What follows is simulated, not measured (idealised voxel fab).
process module | voxel double patterning
cross-section cut | 200 nm wide | cells 5 nm
A cross-section is a grid of square cells, given in bands from the top down. A band is one or more rows of cells.
Each band's line starts with the height of the band's top and of its bottom, in nm. Then come its materials from left to right, each with its width in nm. One material with "throughout" fills the band from edge to edge. "air" is empty space.
Height 0 is the level under which the wafer as received is all one material. The lowest band goes on downwards, as in "0 down".
A width such as "30 to 40" changes by the same amount from each row of cells to the next, from the band's top row to its bottom row.
"no change" after a step means that no cell of the cross-section changed.
closed voids: empty space of 8 cells or more with no open way to the top, each as width x height at its distance from the left edge, in nm
after a step's settings: what the simulator itself notes on the step
overlay nm, on a step with a mask: how far to the right of its planned place the mask lay; to the left if negative
plan
1 op RECEIVE | material Si
2 op CONFORMAL_DEP | material SiO2 | thk nm 5
3 op DIRECTIONAL_DEP | material W | thk nm 10
4 op DIRECTIONAL_DEP | material SiCN | thk nm 10
5 op DIRECTIONAL_DEP | material aC | thk nm 15
6 op PATTERN | tone open | mask id FIRST | material resist | width nm 15 | pitch nm 50 | thk nm 30 | overlay nm 0
7 op DIRECTIONAL_ETCH | etch materials aC | depth nm 15
8 op STRIP | etch materials resist
9 op DIRECTIONAL_ETCH | etch materials SiCN | depth nm 10
10 op STRIP | etch materials aC
11 op PATTERN | tone open | mask id SECOND | material resist | width nm 15 | thk nm 15 | overlay nm 0
12 op DIRECTIONAL_ETCH | etch materials SiCN | depth nm 10
13 op STRIP | etch materials resist
14 op DIRECTIONAL_ETCH | etch materials W | depth nm 10
15 op STRIP | etch materials SiCN
as received, after step 1
  0 down: Si throughout
  closed voids: none
first wafer at the end, as planned
  15 to 5: W 65 | air 15 | W 10 | air 15 | W 10 | air 15 | W 70
  5 to 0: SiO2 throughout
  0 down: Si throughout
  closed voids: none
second wafer at the end: like start, like plan, one mistake
  15 to 5: W 65 | air 15 | W 10 | air 20 | W 5 | air 15 | W 70
  5 to 0: SiO2 throughout
  0 down: Si throughout
  closed voids: none
what went wrong: step 11 ran as: op PATTERN | tone open | mask id SECOND | material resist | width nm 20 | thk nm 15 | overlay nm 0
at the end the second wafer has, in cells: 2 fewer of W
